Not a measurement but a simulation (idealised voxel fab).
Process module in this document: voxel spacer lines
280 nm wide, 5 nm square cells: that's cross-section cut.
Cross-section = grid of square cells, listed top down in bands; band = one or more rows. Within each band entry, the heights of the top and of the bottom of the band appear first, in that order and in nm; the materials of the band then follow from left to right, each with its corresponding width in nm. The designation "all across" on a single material indicates that it fills the band from edge to edge; the designation "air" indicates empty space. Height datum 0, below which the as-received substrate wafer is one material. Lowest band open at the bottom, running downward: "z 0 and below". Think of "30 to 40" as a width that walks from the first number to the second as you go down the band, top row to bottom row, taking equal-sized steps from row to row. "no alteration" after a step means that no cell of the cross-section changed. Entry "Completely enclosed voids" = empty spaces >= 8 cells with no open way to the top; each as width x height at distance, distance from left edge, all nm. On a step's line, text after the settings is the simulator commenting on that step. overlay nm: mask right of planned place by this much (step with mask). Neg. = left.

# The planned process steps are enumerated hereunder
| 1 | RECEIVE [material Si] |
| 2 | CONFORMAL_DEP [material Al2O3] [thk nm 10] |
| 3 | DIRECTIONAL_DEP [material polySi] [thk nm 10] |
| 4 | DIRECTIONAL_DEP [material aC] [thk nm 30] |
| 5 | PATTERN [tone cover] [mask id MANDREL] [material resist] [width nm 15] [pitch nm 60] [thk nm 40] [overlay nm 0] |
| 6 | DIRECTIONAL_ETCH [etch materials aC] [depth nm 30] |
| 7 | STRIP [etch materials resist] |
| 8 | CONFORMAL_DEP [material SiN] [thk nm 15] |
| 9 | DIRECTIONAL_ETCH [etch materials SiN] [depth nm 15] |
| 10 | STRIP [etch materials aC] |
| 11 | DIRECTIONAL_ETCH [etch materials polySi] [depth nm 10] |
| 12 | STRIP [etch materials SiN] |

# Step 1 complete: cross-section of the wafer as received
> z 0 and below | Si all across
> Completely enclosed voids: none

# Module complete, cross-section. Starting point and plan per above. One mistake made in running the module
> z 20 to 10 | air: 85 | polySi: 15 | air: 20 | polySi: 15 | air: 10 | polySi: 15 | air: 20 | polySi: 15 | air: 85
> z 10 to 0 | Al2O3 all across
> z 0 and below | Si all across
> Completely enclosed voids: none
Finding, execution versus plan: step 5 ran as: PATTERN [tone cover] [mask id MANDREL] [material resist] [width nm 20] [pitch nm 60] [thk nm 40] [overlay nm 0]
